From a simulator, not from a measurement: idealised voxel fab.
process module | voxel local oxidation
cross-section cut | 155 nm wide | cells 5 nm
A cross-section is a grid of square cells, given in bands from the top down. A band is one or more rows of cells.
Each band's line starts with the height of the band's top and of its bottom, in nm. Then come its materials from left to right, each with its width in nm. One material with "throughout" fills the band from edge to edge. "air" is empty space.
Height 0 is the level under which the wafer as received is all one material. The lowest band goes on downwards, as in "0 down".
A width such as "30 to 40" changes by the same amount from each row of cells to the next, from the band's top row to its bottom row.
"no change" after a step means that no cell of the cross-section changed.
closed voids: empty space of 8 cells or more with no open way to the top, each as width x height at its distance from the left edge, in nm
after a step's settings: what the simulator itself notes on the step
overlay nm, on a step with a mask: how far to the right of its planned place the mask lay; to the left if negative
Each pair below shows a cross-section before one step and the cross-section after it, down to the lowest band that changed. The line under each pair gives the step between them, with its settings. The pairs can come from different runs of this module on the same starting wafer, so a pair continues from the pair above only where its "before" says so.
before
  0 down: Si throughout
  closed voids: none
after
  5 to 0: SiO2 throughout
  below 0: unchanged
  closed voids: none
the step between: op CONFORMAL_DEP | material SiO2 | thk nm 5
before: the cross-section after the pair above
after
  15 to 5: SiN throughout
  below 5: unchanged
  closed voids: none
the step between: op CONFORMAL_DEP | material SiN | thk nm 10
before: the cross-section after the pair above
after
  30 to 15: aC throughout
  below 15: unchanged
  closed voids: none
the step between: op DIRECTIONAL_DEP | material aC | thk nm 15
before: the cross-section after the pair above
after
  65 to 30: air 30 | resist 90 | air 35
  below 30: unchanged
  closed voids: none
the step between: op PATTERN | tone cover | mask id ACTIVE | material resist | width nm 90 | thk nm 35 | overlay nm 0
before: the cross-section after the pair above
after
  50 to 30: air 30 | resist 90 | air 35
  30 to 15: air 30 | aC 90 | air 35
  below 15: unchanged
  closed voids: none
the step between: op DIRECTIONAL_ETCH | etch materials aC | depth nm 15
before: the cross-section after the pair above
after
  30 to 15: air 30 | aC 90 | air 35
  below 15: unchanged
  closed voids: none
the step between: op STRIP | etch materials resist
before: the cross-section after the pair above
after
  30 to 15: air 30 | aC 90 | air 35
  15 to 5: air 30 | SiN 90 | air 35
  below 5: unchanged
  closed voids: none
the step between: op DIRECTIONAL_ETCH | etch materials SiN | depth nm 10
before: the cross-section after the pair above
after
  15 to 5: air 30 | SiN 90 | air 35
  below 5: unchanged
  closed voids: none
the step between: op STRIP | etch materials aC
before: the cross-section after the pair above
after
  15 to 5: air 30 | SiN 90 | air 35
  5 to 0: air 35 | SiO2 80 | air 40
  below 0: unchanged
  closed voids: none
the step between: op SELECTIVE_ETCH | etch materials SiO2 | depth nm 5
before: the cross-section after the pair above
after
  15 to 5: air 30 | SiN 90 | air 35
  5 to 0: air 35 | SiO2 80 | air 40
  0 to -10: SiO2 45 | Si 60 | SiO2 50
  below -10: unchanged
  closed voids: none
the step between: op OXIDIZE | depth nm 10
before: the cross-section after the pair above
after
  5 to 0: air 35 | SiO2 80 | air 40
  below 0: unchanged
  closed voids: none
the step between: op STRIP | etch materials SiN
before
  0 down: Si throughout
  closed voids: none
after
  10 to 0: SiN throughout
  below 0: unchanged
  closed voids: none
the step between: op CONFORMAL_DEP | material SiN | thk nm 10
before: the cross-section after the pair above
after
  25 to 10: aC throughout
  below 10: unchanged
  closed voids: none
the step between: op DIRECTIONAL_DEP | material aC | thk nm 15
before: the cross-section after the pair above
after
  60 to 25: air 30 | resist 90 | air 35
  below 25: unchanged
  closed voids: none
the step between: op PATTERN | tone cover | mask id ACTIVE | material resist | width nm 90 | thk nm 35 | overlay nm 0
before: the cross-section after the pair above
after
  45 to 25: air 30 | resist 90 | air 35
  25 to 10: air 30 | aC 90 | air 35
  below 10: unchanged
  closed voids: none
the step between: op DIRECTIONAL_ETCH | etch materials aC | depth nm 15
before: the cross-section after the pair above
after
  25 to 10: air 30 | aC 90 | air 35
  below 10: unchanged
  closed voids: none
the step between: op STRIP | etch materials resist
before: the cross-section after the pair above
after
  25 to 10: air 30 | aC 90 | air 35
  10 to 0: air 30 | SiN 90 | air 35
  below 0: unchanged
  closed voids: none
the step between: op DIRECTIONAL_ETCH | etch materials SiN | depth nm 10
before: the cross-section after the pair above
after
  10 to 0: air 30 | SiN 90 | air 35
  below 0: unchanged
  closed voids: none
the step between: op STRIP | etch materials aC
before: the cross-section after the pair above
after
  10 to 0: air 30 | SiN 90 | air 35
  0 to -10: SiO2 40 | Si 70 | SiO2 45
  below -10: unchanged
  closed voids: none
the step between: op OXIDIZE | depth nm 10
before: the cross-section after the pair above
after
  0 to -10: SiO2 40 | Si 70 | SiO2 45
  below -10: unchanged
  closed voids: none
the step between: op STRIP | etch materials SiN
before
  50 to 30: air 30 | resist 90 | air 35
  30 to 15: air 30 | aC 90 | air 35
  15 to 5: SiN throughout
  5 to 0: SiO2 throughout
  0 down: Si throughout
  closed voids: none
after
  35 to 30: air 30 | resist 90 | air 35
  below 30: unchanged
  closed voids: none
the step between: op DIRECTIONAL_ETCH | etch materials aC | depth nm 15
before: the cross-section after the pair above
after
  30 to 15: air 30 | aC 90 | air 35
  below 15: unchanged
  closed voids: none
the step between: op STRIP | etch materials resist
before
  50 to 30: air 30 | resist 90 | air 35
  30 to 15: air 30 | aC 90 | air 35
  15 to 5: SiN throughout
  5 to 0: SiO2 throughout
  0 down: Si throughout
  closed voids: none
after
  50 to 30: air 30 | resist 90 | air 35
  30 to 15: air 30 | aC 90 | air 35
  15 to 5: air 30 | SiN 90 | air 35
  below 5: unchanged
  closed voids: none
the step between: op DIRECTIONAL_ETCH | etch materials SiN | depth nm 10
before: the cross-section after the pair above
after
  30 to 15: air 30 | aC 90 | air 35
  below 15: unchanged
  closed voids: none
the step between: op STRIP | etch materials resist
before
  15 to 5: air 30 | SiN 90 | air 35
  5 to 0: air 35 | SiO2 80 | air 40
  0 down: Si throughout
  closed voids: none
after
  15 to 5: air 30 | SiN 90 | air 35
  5 to 0: air 35 | SiO2 80 | air 40
  0 to -20: SiO2 55 | Si 40 | SiO2 60
  below -20: unchanged
  closed voids: none
the step between: op OXIDIZE | depth nm 20
before: the cross-section after the pair above
after
  5 to 0: air 35 | SiO2 80 | air 40
  below 0: unchanged
  closed voids: none
the step between: op STRIP | etch materials SiN
before
  30 to 15: aC throughout
  15 to 5: SiN throughout
  5 to 0: SiO2 throughout
  0 down: Si throughout
  closed voids: none
after
  65 to 30: air 25 | resist 100 | air 30
  below 30: unchanged
  closed voids: none
the step between: op PATTERN | tone cover | mask id ACTIVE | material resist | width nm 100 | thk nm 35 | overlay nm 0
before: the cross-section after the pair above
after
  50 to 30: air 25 | resist 100 | air 30
  30 to 15: air 25 | aC 100 | air 30
  below 15: unchanged
  closed voids: none
the step between: op DIRECTIONAL_ETCH | etch materials aC | depth nm 15
before: the cross-section after the pair above
after
  30 to 15: air 25 | aC 100 | air 30
  below 15: unchanged
  closed voids: none
the step between: op STRIP | etch materials resist
before: the cross-section after the pair above
after
  30 to 15: air 25 | aC 100 | air 30
  15 to 5: air 25 | SiN 100 | air 30
  below 5: unchanged
  closed voids: none
the step between: op DIRECTIONAL_ETCH | etch materials SiN | depth nm 10
before: the cross-section after the pair above
after
  15 to 5: air 25 | SiN 100 | air 30
  below 5: unchanged
  closed voids: none
the step between: op STRIP | etch materials aC
before: the cross-section after the pair above
after
  15 to 5: air 25 | SiN 100 | air 30
  5 to 0: air 30 | SiO2 90 | air 35
  below 0: unchanged
  closed voids: none
the step between: op SELECTIVE_ETCH | etch materials SiO2 | depth nm 5
before: the cross-section after the pair above
after
  15 to 5: air 25 | SiN 100 | air 30
  5 to 0: air 30 | SiO2 90 | air 35
  0 to -10: SiO2 40 | Si 70 | SiO2 45
  below -10: unchanged
  closed voids: none
the step between: op OXIDIZE | depth nm 10
before: the cross-section after the pair above
after
  5 to 0: air 30 | SiO2 90 | air 35
  below 0: unchanged
  closed voids: none
the step between: op STRIP | etch materials SiN
before
  30 to 15: aC throughout
  15 to 5: SiN throughout
  5 to 0: SiO2 throughout
  0 down: Si throughout
  closed voids: none
after
  65 to 30: air 25 | resist 90 | air 40
  below 30: unchanged
  closed voids: none
the step between: op PATTERN | tone cover | mask id ACTIVE | material resist | width nm 90 | thk nm 35 | overlay nm -5
before: the cross-section after the pair above
after
  50 to 30: air 25 | resist 90 | air 40
  30 to 15: air 25 | aC 90 | air 40
  below 15: unchanged
  closed voids: none
the step between: op DIRECTIONAL_ETCH | etch materials aC | depth nm 15
before: the cross-section after the pair above
after
  30 to 15: air 25 | aC 90 | air 40
  below 15: unchanged
  closed voids: none
the step between: op STRIP | etch materials resist
before: the cross-section after the pair above
after
  30 to 15: air 25 | aC 90 | air 40
  15 to 5: air 25 | SiN 90 | air 40
  below 5: unchanged
  closed voids: none
the step between: op DIRECTIONAL_ETCH | etch materials SiN | depth nm 10
before: the cross-section after the pair above
after
  15 to 5: air 25 | SiN 90 | air 40
  below 5: unchanged
  closed voids: none
the step between: op STRIP | etch materials aC
before: the cross-section after the pair above
after
  15 to 5: air 25 | SiN 90 | air 40
  5 to 0: air 30 | SiO2 80 | air 45
  below 0: unchanged
  closed voids: none
the step between: op SELECTIVE_ETCH | etch materials SiO2 | depth nm 5
before: the cross-section after the pair above
after
  15 to 5: air 25 | SiN 90 | air 40
  5 to 0: air 30 | SiO2 80 | air 45
  0 to -10: SiO2 40 | Si 60 | SiO2 55
  below -10: unchanged
  closed voids: none
the step between: op OXIDIZE | depth nm 10
before: the cross-section after the pair above
after
  5 to 0: air 30 | SiO2 80 | air 45
  below 0: unchanged
  closed voids: none
the step between: op STRIP | etch materials SiN
before
  15 to 5: SiN throughout
  5 to 0: SiO2 throughout
  0 down: Si throughout
  closed voids: none
after
  30 to 15: SiO2 throughout
  below 15: unchanged
  closed voids: none
the step between: op DIRECTIONAL_DEP | material SiO2 | thk nm 15
before: the cross-section after the pair above
after
  65 to 30: air 30 | resist 90 | air 35
  below 30: unchanged
  closed voids: none
the step between: op PATTERN | tone cover | mask id ACTIVE | material resist | width nm 90 | thk nm 35 | overlay nm 0
before: the cross-section after the pair above
after
  50 to 30: air 30 | resist 90 | air 35
  below 30: unchanged
  closed voids: none
the step between: op DIRECTIONAL_ETCH | etch materials aC | depth nm 15
before: the cross-section after the pair above
after
  30 to 15: SiO2 throughout
  below 15: unchanged
  closed voids: none
the step between: op STRIP | etch materials resist
before: the cross-section after the pair above
after
  25 to 15: SiO2 throughout
  below 15: unchanged
  closed voids: none
the step between: op SELECTIVE_ETCH | etch materials SiO2 | depth nm 5
before
  30 to 15: aC throughout
  15 to 5: SiN throughout
  5 to 0: SiO2 throughout
  0 down: Si throughout
  closed voids: none
after
  65 to 30: resist 30 | air 90 | resist 35
  below 30: unchanged
  closed voids: none
the step between: op PATTERN | tone open | mask id ACTIVE | material resist | width nm 90 | thk nm 35 | overlay nm 0
before: the cross-section after the pair above
after
  50 to 30: resist 30 | air 90 | resist 35
  30 to 15: aC 30 | air 90 | aC 35
  below 15: unchanged
  closed voids: none
the step between: op DIRECTIONAL_ETCH | etch materials aC | depth nm 15
before: the cross-section after the pair above
after
  30 to 15: aC 30 | air 90 | aC 35
  below 15: unchanged
  closed voids: none
the step between: op STRIP | etch materials resist
before: the cross-section after the pair above
after
  30 to 15: aC 30 | air 90 | aC 35
  15 to 5: SiN 30 | air 90 | SiN 35
  below 5: unchanged
  closed voids: none
the step between: op DIRECTIONAL_ETCH | etch materials SiN | depth nm 10
before: the cross-section after the pair above
after
  15 to 5: SiN 30 | air 90 | SiN 35
  below 5: unchanged
  closed voids: none
the step between: op STRIP | etch materials aC
before: the cross-section after the pair above
after
  15 to 5: SiN 30 | air 90 | SiN 35
  5 to 0: SiO2 25 | air 100 | SiO2 30
  below 0: unchanged
  closed voids: none
the step between: op SELECTIVE_ETCH | etch materials SiO2 | depth nm 5
before: the cross-section after the pair above
after
  15 to 5: SiN 30 | air 90 | SiN 35
  5 to 0: SiO2 25 | air 100 | SiO2 30
  0 to -10: Si 15 | SiO2 120 | Si 20
  below -10: unchanged
  closed voids: none
the step between: op OXIDIZE | depth nm 10
before: the cross-section after the pair above
after
  5 to 0: SiO2 25 | air 100 | SiO2 30
  below 0: unchanged
  closed voids: none
the step between: op STRIP | etch materials SiN
